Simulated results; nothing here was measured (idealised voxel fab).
Documented hereafter: the process module known as voxel ribs on slabs.
For reference, the cross-section in this document is cut, with width 255 nm and square cells of 5 nm.
Format of a cross-section: grid, square cells. Given as bands. Order: top down. Band: one or more rows of cells. The entry gives the band's vertical extent as a top height and a bottom height in nm, then its horizontal make-up as materials from left to right, each with a width in nm. "air" stands for empty space; a single material marked "throughout" fills the band edge to edge. The reference from which all heights are counted is 0, the level beneath which the as-received wafer is entirely one material; the lowest band, having no lower bound, proceeds downward and is written after the example "0 and below". A width such as "30 to 40" changes by the same amount from each row of cells to the next, from the band's top row to its bottom row. The designation "stayed the same", where it is given for a processing step, indicates that no cell of the cross-section was altered in the course of that step. "Unvented voids" lists enclosed empty spaces (at least 8 cells, no open path upward to the top), each as width x height at distance from the left edge, in nm. Whatever follows a step's settings on its line is a remark the simulator itself makes about that step. The line of a step may include "overlay nm". On a step with a mask, this value is how far to the right of its planned place the mask lay. A negative value means the mask lay to the left.
List of planned process steps
1,RECEIVE with material Si
2,DIRECTIONAL_DEP with material SiO2, thk nm 30
3,DIRECTIONAL_DEP with material polySi, thk nm 15
4,MASKED_ETCH with tone cover, mask id RIB, width nm 20, etch materials polySi, depth nm 10, overlay nm 0
5,DIRECTIONAL_DEP with material aC, thk nm 10
6,PATTERN with tone cover, mask id SLAB, material resist, width nm 80, thk nm 25, overlay nm 0
7,DIRECTIONAL_ETCH with etch materials aC, depth nm 10
8,STRIP with etch materials resist
9,DIRECTIONAL_ETCH with etch materials polySi, depth nm 5
10,STRIP with etch materials aC
11,FILL_DEP with material SiO2, thk nm 20
12,CMP with height nm 60
13,DIRECTIONAL_DEP with material W, thk nm 10
14,DIRECTIONAL_DEP with material aC, thk nm 15
15,PATTERN with tone cover, mask id HEATER, material resist, width nm 30, thk nm 30, overlay nm 0
16,DIRECTIONAL_ETCH with etch materials aC, depth nm 15
17,STRIP with etch materials resist
18,DIRECTIONAL_ETCH with etch materials W, depth nm 10
19,STRIP with etch materials aC
20,CONFORMAL_DEP with material SiO2, thk nm 10
As-received state of the wafer in cross-section, equivalent to post-step 1
- 0 and below = Si throughout
- Unvented voids: none
Final wafer profile in cross-section after the module, from the same start and plan as above, with one mistake made during processing
- 75 down to 70 = air=100, SiO2=50, air=105
- 70 down to 65 = SiO2 throughout
- 65 down to 60 = SiO2=110, W=30, SiO2=115
- 60 down to 45 = SiO2 throughout
- 45 down to 35 = SiO2=115, polySi=20, SiO2=120
- 35 down to 30 = SiO2=85, polySi=80, SiO2=90
- 30 down to 0 = SiO2 throughout
- 0 and below = Si throughout
- Unvented voids: none
Here's what went sideways: planned and actual differ for step 13; actual: DIRECTIONAL_DEP with material W, thk nm 5
